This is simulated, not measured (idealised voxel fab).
You're looking at the process module voxel air gaps.
Cross-section cut: width 275 nm, square cells of 5 nm.
Cross-section spec: square-cell grid; bands listed top down; each band is one or more rows. First you get the band's top height and its bottom height, in nm, and then the materials it's made of, left to right, with each width in nm. If you see a single material with "throughout", that one covers the band edge to edge. "empty" is empty space. Note: height 0 marks the level under which the wafer is uniformly one material as received. Lowest band unbounded below, written "0 -> down". With a width like "30 to 40", each row of cells in the band differs from the next by the same amount, the top row carrying the first number and the bottom row the second. You'll sometimes find "identical to before" written for a step, and that's the way of saying that nowhere in the cross-section did a cell change during that step. Reported under the label "Sealed internal cavities" are the empty spaces having no open way to the top and comprising 8 cells or more; the notation for each is width x height at distance, in which the distance is measured from the left edge and all three values are in nm. Where a step's line continues beyond its settings, the continuation is a remark by the simulator itself on that step. Regarding "overlay nm": on a step with a mask, it is the distance the mask lay to the right of its planned place; a negative value places it to the left.

**Steps planned for the process**
1: RECEIVE [material Si]
2: CONFORMAL_DEP [material SiO2] [thk nm 10]
3: CONFORMAL_DEP [material SiCN] [thk nm 5]
4: DIRECTIONAL_DEP [material SiO2] [thk nm 40]
5: DIRECTIONAL_DEP [material aC] [thk nm 10]
6: PATTERN [tone open] [mask id LINES] [material resist] [width nm 25] [pitch nm 55] [thk nm 30] [overlay nm 0]
7: DIRECTIONAL_ETCH [etch materials aC] [depth nm 10]
8: STRIP [etch materials resist]
9: DIRECTIONAL_ETCH [etch materials SiO2] [depth nm 40]
10: STRIP [etch materials aC]
11: CONFORMAL_DEP [material TiN] [thk nm 5]
12: FILL_DEP [material Ru] [thk nm 10]
13: CMP [height nm 55]
14: EPI [material Ru] [thk nm 10]
15: SELECTIVE_ETCH [etch materials SiO2] [depth nm 50]
16: CONFORMAL_DEP [material SiCN] [thk nm 5]

**Cross-section of the incoming wafer, state after step 1**
0 -> down | Si throughout
Sealed internal cavities: none

**First wafer of two, sectioned at end of module; run went per plan**
70 -> 65 | empty=55, SiCN=165, empty=55
65 -> 55 | empty=55, SiCN=5, Ru=45, SiCN=10, Ru=45, SiCN=10, Ru=45, SiCN=5, empty=55
55 -> 50 | empty=55, SiCN=15, TiN=5, Ru=15, TiN=5, SiCN=30, TiN=5, Ru=15, TiN=5, SiCN=30, TiN=5, Ru=15, TiN=5, SiCN=15, empty=55
50 -> 20 | empty=65, SiCN=5, TiN=5, Ru=15, TiN=5, SiCN=5, empty=20, SiCN=5, TiN=5, Ru=15, TiN=5, SiCN=5, empty=20, SiCN=5, TiN=5, Ru=15, TiN=5, SiCN=5, empty=65
20 -> 15 | SiCN=70, TiN=25, SiCN=30, TiN=25, SiCN=30, TiN=25, SiCN=70
15 -> 10 | SiCN throughout
10 -> 0 | SiO2 throughout
0 -> down | Si throughout
Sealed internal cavities: 20 x 30 at 100; 20 x 30 at 155

**Cross-sectional view: second of two wafers, end of module; start and plan identical to the first, one mistake in running**
70 -> 65 | empty=55, SiCN=165, empty=55
65 -> 55 | empty=55, SiCN=5, Ru=45, SiCN=10, Ru=45, SiCN=10, Ru=45, SiCN=5, empty=55
55 -> 50 | empty=55, SiCN=15, TiN=5, Ru=15, TiN=5, SiCN=30, TiN=5, Ru=15, TiN=5, SiCN=30, TiN=5, Ru=15, TiN=5, SiCN=15, empty=55
50 -> 20 | empty=65, SiCN=5, TiN=5, Ru=15, TiN=5, SiCN=5, empty=20, SiCN=5, TiN=5, Ru=15, TiN=5, SiCN=5, empty=20, SiCN=5, TiN=5, Ru=15, TiN=5, SiCN=5, empty=65
20 -> 15 | SiCN=70, TiN=25, SiCN=30, TiN=25, SiCN=30, TiN=25, SiCN=70
15 -> 10 | TiN throughout
10 -> 0 | SiO2 throughout
0 -> down | Si throughout
Sealed internal cavities: 20 x 30 at 100; 20 x 30 at 155
What broke from the plan during processing? rather than as planned, step 3 actually ran as CONFORMAL_DEP [material TiN] [thk nm 5]
End of process, cell counts, second wafer against first, materials with more or fewer: SiCN: 55 fewer | TiN: 55 more
